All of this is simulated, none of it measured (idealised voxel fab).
Name of the process module below: voxel air gaps
This is section cut - it's 175 nm across, gridded in 5 nm square cells.
Throughout this document, each cross-section is represented as a grid of square cells and is presented as a sequence of bands enumerated from the top downward, where a band comprises one or more rows of cells.
It is stipulated that each band's entry specify, in nanometres, the height of the top of the band and then that of its bottom, followed by the materials of the band in left-to-right sequence, each together with its width in nanometres. A single material marked by the word "throughout" is understood to fill the band from edge to edge; the word "blank" is understood to denote empty space.
Where do heights start? At 0: under that level the wafer as delivered is made of one material only. And the lowest band has no floor; it just carries on downward, as in "0..down".
The expression "30 to 40" gives the width at the extremes of the band, the first number at its top row of cells and the second at its bottom row, with the width changing by equal amounts from each row to the next in between.
Where the words "nothing got changed" appear for a step, the cross-section shows no cell changed by that step; every cell remained as before.
"Fully sealed voids" contains a list of empty spaces, each no smaller than 8 cells and without an open way to the top, written in the form width x height at distance with the distance from the left edge and all three in nm.
On a step's line, text after the settings is the simulator commenting on that step.
Each step line may optionally specify "overlay nm", which for a step with a mask gives the rightward distance between the mask's planned place and where it lay, a negative value indicating the leftward direction.
Set out below are the planned steps of the process
| 1 | RECEIVE with material Si |
| 2 | CONFORMAL_DEP with material SiO2, thk nm 15 |
| 3 | CONFORMAL_DEP with material SiN, thk nm 5 |
| 4 | DIRECTIONAL_DEP with material SiO2, thk nm 40 |
| 5 | MASKED_ETCH with tone open, mask id LINES, width nm 25, pitch nm 50, etch materials SiO2, depth nm 40, overlay nm 0 |
| 6 | CONFORMAL_DEP with material TiN, thk nm 5 |
| 7 | FILL_DEP with material Cu, thk nm 10 |
| 8 | CMP with height nm 60 |
| 9 | EPI with material Ru, thk nm 10 |
| 10 | SELECTIVE_ETCH with etch materials SiO2, depth nm 50 |
| 11 | CONFORMAL_DEP with material SiCN, thk nm 5 |
The first of a set of two wafers, run to plan
Cross-section: wafer on arrival = after step 1
- 0..down | Si throughout
- Fully sealed voids: none
After step 2, in cross-section
- 15..0 | SiO2 throughout
- All layers under 0 are left as they were.
After step 3, in cross-section
- 20..15 | SiN throughout
- All layers under 15 are left as they were.
After step 4, in cross-section
- 60..20 | SiO2 throughout
- All layers under 20 are left as they were.
After step 5, in cross-section
- 60..20 | SiO2 (25); blank (25); SiO2 (25); blank (25); SiO2 (25); blank (25); SiO2 (25)
- All layers under 20 are left as they were.
After step 6, in cross-section
- 65..60 | TiN (30); blank (15); TiN (35); blank (15); TiN (35); blank (15); TiN (30)
- 60..25 | SiO2 (25); TiN (5); blank (15); TiN (5); SiO2 (25); TiN (5); blank (15); TiN (5); SiO2 (25); TiN (5); blank (15); TiN (5); SiO2 (25)
- 25..20 | SiO2 (25); TiN (25); SiO2 (25); TiN (25); SiO2 (25); TiN (25); SiO2 (25)
- All layers under 20 are left as they were.
After step 7, in cross-section
- 75..65 | Cu throughout
- 65..60 | TiN (30); Cu (15); TiN (35); Cu (15); TiN (35); Cu (15); TiN (30)
- 60..25 | SiO2 (25); TiN (5); Cu (15); TiN (5); SiO2 (25); TiN (5); Cu (15); TiN (5); SiO2 (25); TiN (5); Cu (15); TiN (5); SiO2 (25)
- All layers under 25 are left as they were.
After step 8, in cross-section
- 60..25 | SiO2 (25); TiN (5); Cu (15); TiN (5); SiO2 (25); TiN (5); Cu (15); TiN (5); SiO2 (25); TiN (5); Cu (15); TiN (5); SiO2 (25)
- All layers under 25 are left as they were.
After step 9, in cross-section
- 70..60 | blank (15); Ru (45); blank (5); Ru (45); blank (5); Ru (45); blank (15)
- All layers under 60 are left as they were.
After step 10, in cross-section
- 70..60 | blank (15); Ru (45); blank (5); Ru (45); blank (5); Ru (45); blank (15)
- 60..25 | blank (25); TiN (5); Cu (15); TiN (5); blank (25); TiN (5); Cu (15); TiN (5); blank (25); TiN (5); Cu (15); TiN (5); blank (25)
- 25..20 | blank (25); TiN (25); blank (25); TiN (25); blank (25); TiN (25); blank (25)
- All layers under 20 are left as they were.
After step 11, in cross-section
- 75..70 | blank (10); SiCN (155); blank (10)
- 70..60 | blank (10); SiCN (5); Ru (45); SiCN (5); Ru (45); SiCN (5); Ru (45); SiCN (5); blank (10)
- 60..55 | blank (10); SiCN (15); TiN (5); Cu (15); TiN (5); SiCN (25); TiN (5); Cu (15); TiN (5); SiCN (25); TiN (5); Cu (15); TiN (5); SiCN (15); blank (10)
- 55..25 | blank (20); SiCN (5); TiN (5); Cu (15); TiN (5); SiCN (5); blank (15); SiCN (5); TiN (5); Cu (15); TiN (5); SiCN (5); blank (15); SiCN (5); TiN (5); Cu (15); TiN (5); SiCN (5); blank (20)
- 25..20 | SiCN (25); TiN (25); SiCN (25); TiN (25); SiCN (25); TiN (25); SiCN (25)
- All layers under 20 are left as they were.
- Fully sealed voids: 15 x 30 at 55; 15 x 30 at 105
Second wafer, same starting conditions and recipe as the first, one mistake in executing it, nothing differs from the first up to and including step 10
Second wafer cross-section, taken as of the time the plan sets for step 11 to be done: nothing got changed
what went wrong: it should be noted that step 11 of the plan was omitted and was not performed
In the final state, the cell counts of the second wafer exceed or fall short of those of the first for the following materials: 111 fewer of SiCN
At the end, the first wafer has 2 closed voids and the second wafer has 0.
